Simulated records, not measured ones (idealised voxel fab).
process module | voxel self aligned vias
cross-section cut | 200 nm wide | cells 5 nm
A cross-section is a grid of square cells, given in bands from the top down. A band is one or more rows of cells.
Each band's line starts with the height of the band's top and of its bottom, in nm. Then come its materials from left to right, each with its width in nm. One material with "throughout" fills the band from edge to edge. "air" is empty space.
Height 0 is the level under which the wafer as received is all one material. The lowest band goes on downwards, as in "0 down".
A width such as "30 to 40" changes by the same amount from each row of cells to the next, from the band's top row to its bottom row.
"no change" after a step means that no cell of the cross-section changed.
closed voids: empty space of 8 cells or more with no open way to the top, each as width x height at its distance from the left edge, in nm
after a step's settings: what the simulator itself notes on the step
overlay nm, on a step with a mask: how far to the right of its planned place the mask lay; to the left if negative
plan
1 op RECEIVE | material Si
2 op CONFORMAL_DEP | material SiO2 | thk nm 15
3 op CONFORMAL_DEP | material SiCN | thk nm 5
4 op DIRECTIONAL_DEP | material lowk | thk nm 20
5 op PATTERN | tone open | mask id LINES | material resist | width nm 20 | pitch nm 45 | thk nm 20 | overlay nm 0
6 op DIRECTIONAL_ETCH | etch materials lowk | depth nm 20
7 op STRIP | etch materials resist
8 op CONFORMAL_DEP | material TiN | thk nm 5
9 op FILL_DEP | material Ru | thk nm 10
10 op CMP | height nm 40
11 op SELECTIVE_ETCH | etch materials W Ru TiN | depth nm 10
12 op FILL_DEP | material SiN | thk nm 10
13 op CMP | height nm 40
14 op DIRECTIONAL_DEP | material lowk | thk nm 15
15 op MASKED_ETCH | tone open | mask id VIAS | width nm 30 | pitch nm 90 | etch materials lowk | depth nm 15 | overlay nm 0
16 op MASKED_ETCH | tone open | mask id VIAS | width nm 30 | pitch nm 90 | etch materials SiN | depth nm 10 | overlay nm 0
17 op CONFORMAL_DEP | material TiN | thk nm 5
18 op FILL_DEP | material Ru | thk nm 5
19 op CMP | height nm 55
20 op CONFORMAL_DEP | material SiN | thk nm 5
as received, after step 1
  0 down: Si throughout
  closed voids: none
first wafer at the end, as planned
  60 to 55: SiN throughout
  55 to 45: lowk 40 | TiN 5 | Ru 20 | TiN 5 | lowk 60 | TiN 5 | Ru 20 | TiN 5 | lowk 40
  45 to 40: lowk 40 | TiN 10 | Ru 10 | TiN 10 | lowk 60 | TiN 10 | Ru 10 | TiN 10 | lowk 40
  40 to 35: lowk 45 | TiN 5 | Ru 10 | TiN 5 | lowk 25 | SiN 20 | lowk 25 | TiN 5 | Ru 10 | TiN 5 | lowk 45
  35 to 30: lowk 45 | TiN 20 | lowk 25 | SiN 20 | lowk 25 | TiN 20 | lowk 45
  30 to 25: lowk 45 | TiN 5 | Ru 10 | TiN 5 | lowk 25 | TiN 5 | Ru 10 | TiN 5 | lowk 25 | TiN 5 | Ru 10 | TiN 5 | lowk 45
  25 to 20: lowk 45 | TiN 20 | lowk 25 | TiN 20 | lowk 25 | TiN 20 | lowk 45
  20 to 15: SiCN throughout
  15 to 0: SiO2 throughout
  0 down: Si throughout
  closed voids: none
second wafer at the end: like start, like plan, one mistake
  60 to 55: SiN throughout
  55 to 45: lowk 40 | TiN 5 | Ru 20 | TiN 5 | lowk 60 | TiN 5 | Ru 20 | TiN 5 | lowk 40
  45 to 40: lowk 40 | TiN 10 | Ru 10 | TiN 10 | lowk 60 | TiN 10 | Ru 10 | TiN 10 | lowk 40
  40 to 35: lowk 45 | TiN 20 | lowk 25 | SiN 20 | lowk 25 | TiN 20 | lowk 45
  35 to 30: SiCN throughout
  30 to 0: SiO2 throughout
  0 down: Si throughout
  closed voids: none
what went wrong: step 2 was run twice
at the end the second wafer has, in cells: 10 fewer of Ru | 4 fewer of SiN | 120 more of SiO2 | 22 fewer of TiN | 84 fewer of lowk
